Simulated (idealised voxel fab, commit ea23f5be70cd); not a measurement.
process module | voxel double patterning
cross-section cut | 210 nm wide | cells 5 nm
A cross-section is a grid of square cells, given in bands from the top down. A band is one or more rows of cells.
Each band's line starts with the height of the band's top and of its bottom, in nm. Then come its materials from left to right, each with its width in nm. One material with "throughout" fills the band from edge to edge. "air" is empty space.
Height 0 is the level under which the wafer as received is all one material. The lowest band goes on downwards, as in "0 down".
A width such as "30 to 40" changes by the same amount from each row of cells to the next, from the band's top row to its bottom row.
"no change" after a step means that no cell of the cross-section changed.
closed voids: empty space of 8 cells or more with no open way to the top, each as width x height at its distance from the left edge, in nm
after a step's settings: what the simulator itself notes on the step
overlay nm, on a step with a mask: how far to the right of its planned place the mask lay; to the left if negative
plan
1 op RECEIVE | material Si
2 op CONFORMAL_DEP | material SiO2 | thk nm 10
3 op DIRECTIONAL_DEP | material polySi | thk nm 10
4 op DIRECTIONAL_DEP | material SiN | thk nm 5
5 op PATTERN | tone open | mask id FIRST | material resist | width nm 15 | pitch nm 50 | thk nm 15 | overlay nm 0
6 op DIRECTIONAL_ETCH | etch materials SiN | depth nm 5
7 op STRIP | etch materials resist
8 op DIRECTIONAL_DEP | material aC | thk nm 10
9 op PATTERN | tone open | mask id SECOND | material resist | width nm 15 | pitch nm 50 | thk nm 25 | overlay nm 0
10 op DIRECTIONAL_ETCH | etch materials aC | depth nm 10
11 op STRIP | etch materials resist
12 op DIRECTIONAL_ETCH | etch materials SiN | depth nm 5
13 op STRIP | etch materials aC
14 op DIRECTIONAL_ETCH | etch materials polySi | depth nm 10
15 op STRIP | etch materials SiN
first wafer, as planned
as received, after step 1
  0 down: Si throughout
  closed voids: none
after step 2
  10 to 0: SiO2 throughout
  below 0: unchanged
after step 3
  20 to 10: polySi throughout
  below 10: unchanged
after step 4
  25 to 20: SiN throughout
  below 20: unchanged
after step 5
  40 to 25: resist 45 | air 15 | resist 35 | air 15 | resist 35 | air 15 | resist 50
  below 25: unchanged
after step 6
  40 to 25: resist 45 | air 15 | resist 35 | air 15 | resist 35 | air 15 | resist 50
  25 to 20: SiN 45 | air 15 | SiN 35 | air 15 | SiN 35 | air 15 | SiN 50
  below 20: unchanged
after step 7
  25 to 20: SiN 45 | air 15 | SiN 35 | air 15 | SiN 35 | air 15 | SiN 50
  below 20: unchanged
after step 8
  35 to 30: aC 45 | air 15 | aC 35 | air 15 | aC 35 | air 15 | aC 50
  30 to 25: aC throughout
  25 to 20: SiN 45 | aC 15 | SiN 35 | aC 15 | SiN 35 | aC 15 | SiN 50
  below 20: unchanged
after step 9
  60 to 35: resist 70 | air 15 | resist 35 | air 15 | resist 75
  35 to 30: aC 45 | resist 15 | aC 35 | resist 15 | aC 35 | resist 15 | aC 50
  below 30: unchanged
after step 10
  50 to 35: resist 70 | air 15 | resist 35 | air 15 | resist 75
  35 to 30: aC 45 | resist 15 | aC 10 | air 15 | aC 10 | resist 15 | aC 10 | air 15 | aC 10 | resist 15 | aC 50
  30 to 25: aC 70 | air 15 | aC 35 | air 15 | aC 75
  below 25: unchanged
after step 11
  35 to 30: aC 45 | air 15 | aC 10 | air 15 | aC 10 | air 15 | aC 10 | air 15 | aC 10 | air 15 | aC 50
  below 30: unchanged
after step 12
  35 to 30: aC 45 | air 15 | aC 10 | air 15 | aC 10 | air 15 | aC 10 | air 15 | aC 10 | air 15 | aC 50
  30 to 25: aC 70 | air 15 | aC 35 | air 15 | aC 75
  25 to 20: SiN 45 | aC 15 | SiN 10 | air 15 | SiN 10 | aC 15 | SiN 10 | air 15 | SiN 10 | aC 15 | SiN 50
  below 20: unchanged
after step 13
  25 to 20: SiN 45 | air 15 | SiN 10 | air 15 | SiN 10 | air 15 | SiN 10 | air 15 | SiN 10 | air 15 | SiN 50
  below 20: unchanged
after step 14
  25 to 20: SiN 45 | air 15 | SiN 10 | air 15 | SiN 10 | air 15 | SiN 10 | air 15 | SiN 10 | air 15 | SiN 50
  20 to 10: polySi 45 | air 15 | polySi 10 | air 15 | polySi 10 | air 15 | polySi 10 | air 15 | polySi 10 | air 15 | polySi 50
  below 10: unchanged
after step 15
  20 to 10: polySi 45 | air 15 | polySi 10 | air 15 | polySi 10 | air 15 | polySi 10 | air 15 | polySi 10 | air 15 | polySi 50
  below 10: unchanged
second wafer: like start, like plan, one mistake. Through step 3 it matches the first wafer
when step 4 should have ended
  25 to 20: SiO2 throughout
  below 20: unchanged
when step 5 should have ended
  40 to 25: resist 45 | air 15 | resist 35 | air 15 | resist 35 | air 15 | resist 50
  below 25: unchanged
when step 6 should have ended: no change
when step 7 should have ended
  25 to 20: SiO2 throughout
  below 20: unchanged
when step 8 should have ended
  35 to 25: aC throughout
  below 25: unchanged
when step 9 should have ended
  60 to 35: resist 70 | air 15 | resist 35 | air 15 | resist 75
  below 35: unchanged
when step 10 should have ended
  50 to 35: resist 70 | air 15 | resist 35 | air 15 | resist 75
  35 to 25: aC 70 | air 15 | aC 35 | air 15 | aC 75
  below 25: unchanged
when step 11 should have ended
  35 to 25: aC 70 | air 15 | aC 35 | air 15 | aC 75
  below 25: unchanged
when step 12 should have ended: no change
when step 13 should have ended
  25 to 20: SiO2 throughout
  below 20: unchanged
when step 14 should have ended: no change
when step 15 should have ended: no change
what went wrong: step 4 ran as: op DIRECTIONAL_DEP | material SiO2 | thk nm 5
at the end the second wafer has, in cells: 42 more of SiO2 | 30 more of polySi
